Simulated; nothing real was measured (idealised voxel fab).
Herein follows the process module entitled voxel double patterning.
Cross-section cut spans 280 nm and uses square cells 5 nm in size.
Cross-section, as written here: a square-cell grid given band by band from the top down, where a band holds one or more rows of cells. Band: top and bottom heights (nm) first, top before bottom; then materials from left to right, widths in nm. "everywhere" marks a sole material filling the band edge to edge. "blank" denotes empty space. Note: height 0 marks the level under which the wafer is uniformly one material as received. Lowest band unbounded below, written "0 and below". Quick explanation for "30->40": the width changes in equal steps down the rows of cells, from the first number in the band's top row to the second number in its bottom row. What does "nothing changed" mean for a step? It means no cell of the cross-section changed in that step. Voids not open to the top, 8 cells minimum: see "Fully enclosed voids". Written width x height at distance; distance is from the left edge; nm. The remark found on a step's line after its settings is issued by the simulator itself and pertains to that step. "overlay nm", when on a step's line for a step with a mask, measures how far to the right of its planned place the mask lay; a negative measure means to the left.
**So here's the lineup of process steps we planned**
step 1: RECEIVE [material Si]
step 2: CONFORMAL_DEP [material SiO2] [thk nm 5]
step 3: DIRECTIONAL_DEP [material TiN] [thk nm 20]
step 4: DIRECTIONAL_DEP [material SiCN] [thk nm 5]
step 5: PATTERN [tone open] [mask id FIRST] [material resist] [width nm 15] [pitch nm 50] [thk nm 15] [overlay nm 0]
step 6: DIRECTIONAL_ETCH [etch materials SiCN] [depth nm 5]
step 7: STRIP [etch materials resist]
step 8: PATTERN [tone open] [mask id SECOND] [material resist] [width nm 15] [thk nm 15] [overlay nm 0]
step 9: DIRECTIONAL_ETCH [etch materials SiCN] [depth nm 5]
step 10: STRIP [etch materials resist]
step 11: DIRECTIONAL_ETCH [etch materials TiN] [depth nm 20]
step 12: STRIP [etch materials SiCN]
**Incoming wafer, cross-sectional view, post step 1**
- 0 and below  Si everywhere
- Fully enclosed voids: none
**Look at the cross-section after the module: the wafer started out the way shown above and the plan was the one shown above, yet one mistake was made along the way**
- 25 down to 5  105 of blank / 15 of TiN / 35 of blank / 15 of TiN / 110 of blank
- 5 down to 0  SiO2 everywhere
- 0 and below  Si everywhere
- Fully enclosed voids: none
It is concluded that the wafer was processed incorrectly with respect to the plan, in that step 5 did not happen as planned, as run it was PATTERN [tone cover] [mask id FIRST] [material resist] [width nm 15] [pitch nm 50] [thk nm 15] [overlay nm 0]
